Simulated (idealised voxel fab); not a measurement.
process module | voxel wiring stack
cross-section cut | 205 nm wide | cells 5 nm
A cross-section is a grid of square cells, given in bands from the top down. A band is one or more rows of cells.
Each band's line starts with the height of the band's top and of its bottom, in nm. Then come its materials from left to right, each with its width in nm. One material with "throughout" fills the band from edge to edge. "air" is empty space.
Height 0 is the level under which the wafer as received is all one material. The lowest band goes on downwards, as in "0 down".
A width such as "30 to 40" changes by the same amount from each row of cells to the next, from the band's top row to its bottom row.
"no change" after a step means that no cell of the cross-section changed.
closed voids: empty space of 8 cells or more with no open way to the top, each as width x height at its distance from the left edge, in nm
after a step's settings: what the simulator itself notes on the step
overlay nm, on a step with a mask: how far to the right of its planned place the mask lay; to the left if negative
plan
1 op RECEIVE | material Si
2 op CONFORMAL_DEP | material SiO2 | thk nm 10
3 op DIRECTIONAL_DEP | material TiN | thk nm 5
4 op DIRECTIONAL_DEP | material W | thk nm 25
5 op DIRECTIONAL_DEP | material aC | thk nm 15
6 op PATTERN | tone cover | mask id METAL_1 | material resist | width nm 20 | pitch nm 40 | thk nm 35 | overlay nm 0
7 op DIRECTIONAL_ETCH | etch materials aC | depth nm 15
8 op STRIP | etch materials resist
9 op DIRECTIONAL_ETCH | etch materials W | depth nm 25
10 op DIRECTIONAL_ETCH | etch materials TiN | depth nm 5
11 op STRIP | etch materials aC
12 op FILL_DEP | material SiO2 | thk nm 5
13 op CMP | height nm 40
14 op CONFORMAL_DEP | material SiCN | thk nm 5
15 op DIRECTIONAL_DEP | material SiO2 | thk nm 30
16 op MASKED_ETCH | tone open | mask id METAL_2_HOLES | width nm 15 | pitch nm 40 | etch materials SiO2 | depth nm 30 | overlay nm 0
17 op MASKED_ETCH | tone open | mask id METAL_2 | width nm 20 | pitch nm 40 | etch materials SiO2 | depth nm 20 | overlay nm 0
18 op MASKED_ETCH | tone open | mask id METAL_2 | width nm 20 | pitch nm 40 | etch materials SiCN | depth nm 5 | overlay nm 0
19 op CONFORMAL_DEP | material TiN | thk nm 5
20 op FILL_DEP | material Ru | thk nm 5
21 op CMP | height nm 75
22 op CONFORMAL_DEP | material SiCN | thk nm 5
23 op DIRECTIONAL_DEP | material SiO2 | thk nm 20
24 op MASKED_ETCH | tone open | mask id PLUG_2 | width nm 15 | pitch nm 80 | etch materials SiO2 | depth nm 20 | overlay nm 0
25 op MASKED_ETCH | tone open | mask id PLUG_2 | width nm 15 | pitch nm 80 | etch materials SiCN | depth nm 5 | overlay nm 0
26 op CONFORMAL_DEP | material TiN | thk nm 5
27 op FILL_DEP | material W | thk nm 10
28 op CMP | height nm 100
29 op CONFORMAL_DEP | material SiN | thk nm 5
30 op DIRECTIONAL_DEP | material lowk | thk nm 20
31 op MASKED_ETCH | tone open | mask id METAL_3 | width nm 20 | pitch nm 40 | etch materials lowk | depth nm 20 | overlay nm 0
32 op MASKED_ETCH | tone open | mask id METAL_3 | width nm 20 | pitch nm 40 | etch materials SiN | depth nm 5 | overlay nm 0
33 op CONFORMAL_DEP | material TiN | thk nm 5
34 op FILL_DEP | material Cu | thk nm 5
35 op CMP | height nm 125
36 op CONFORMAL_DEP | material SiCN | thk nm 5
as received, after step 1
  0 down: Si throughout
  closed voids: none
a wafer at the end: this start, this plan, one mistake
  130 to 125: SiCN throughout
  125 to 110: lowk 30 | TiN 5 | Cu 15 | TiN 5 | lowk 15 | TiN 5 | Cu 15 | TiN 5 | lowk 15 | TiN 5 | Cu 15 | TiN 5 | lowk 15 | TiN 5 | Cu 15 | TiN 5 | lowk 30
  110 to 105: lowk 30 | TiN 5 | Cu 10 | TiN 10 | lowk 15 | TiN 5 | Cu 10 | TiN 10 | lowk 15 | TiN 5 | Cu 10 | TiN 10 | lowk 15 | TiN 5 | Cu 10 | TiN 10 | lowk 30
  105 to 100: SiN 30 | TiN 20 | SiN 20 | TiN 20 | SiN 20 | TiN 20 | SiN 20 | TiN 20 | SiN 35
  100 to 80: SiO2 30 | TiN 5 | W 5 | TiN 5 | SiO2 65 | TiN 5 | W 5 | TiN 5 | SiO2 80
  80 to 75: SiCN 30 | TiN 15 | SiCN 65 | TiN 15 | SiCN 80
  75 to 60: SiO2 30 | TiN 5 | Ru 10 | TiN 5 | SiO2 20 | TiN 5 | Ru 10 | TiN 5 | SiO2 20 | TiN 5 | Ru 10 | TiN 5 | SiO2 20 | TiN 5 | Ru 10 | TiN 5 | SiO2 35
  60 to 55: SiO2 30 | TiN 5 | Ru 5 | TiN 10 | SiO2 20 | TiN 5 | Ru 5 | TiN 10 | SiO2 20 | TiN 5 | Ru 5 | TiN 10 | SiO2 20 | TiN 5 | Ru 5 | TiN 10 | SiO2 35
  55 to 45: SiO2 30 | TiN 5 | Ru 5 | TiN 5 | SiO2 25 | TiN 5 | Ru 5 | TiN 5 | SiO2 25 | TiN 5 | Ru 5 | TiN 5 | SiO2 25 | TiN 5 | Ru 5 | TiN 5 | SiO2 40
  45 to 40: SiCN 30 | TiN 15 | SiCN 25 | TiN 15 | SiCN 25 | TiN 15 | SiCN 25 | TiN 15 | SiCN 40
  40 to 15: SiO2 30 | W 20 | SiO2 20 | W 20 | SiO2 20 | W 20 | SiO2 20 | W 20 | SiO2 35
  15 to 10: SiO2 30 | TiN 20 | SiO2 20 | TiN 20 | SiO2 20 | TiN 20 | SiO2 20 | TiN 20 | SiO2 35
  10 to 0: SiO2 throughout
  0 down: Si throughout
  closed voids: none
what went wrong: step 31 ran as: op MASKED_ETCH | tone open | mask id METAL_3 | width nm 25 | pitch nm 40 | etch materials lowk | depth nm 20 | overlay nm 0
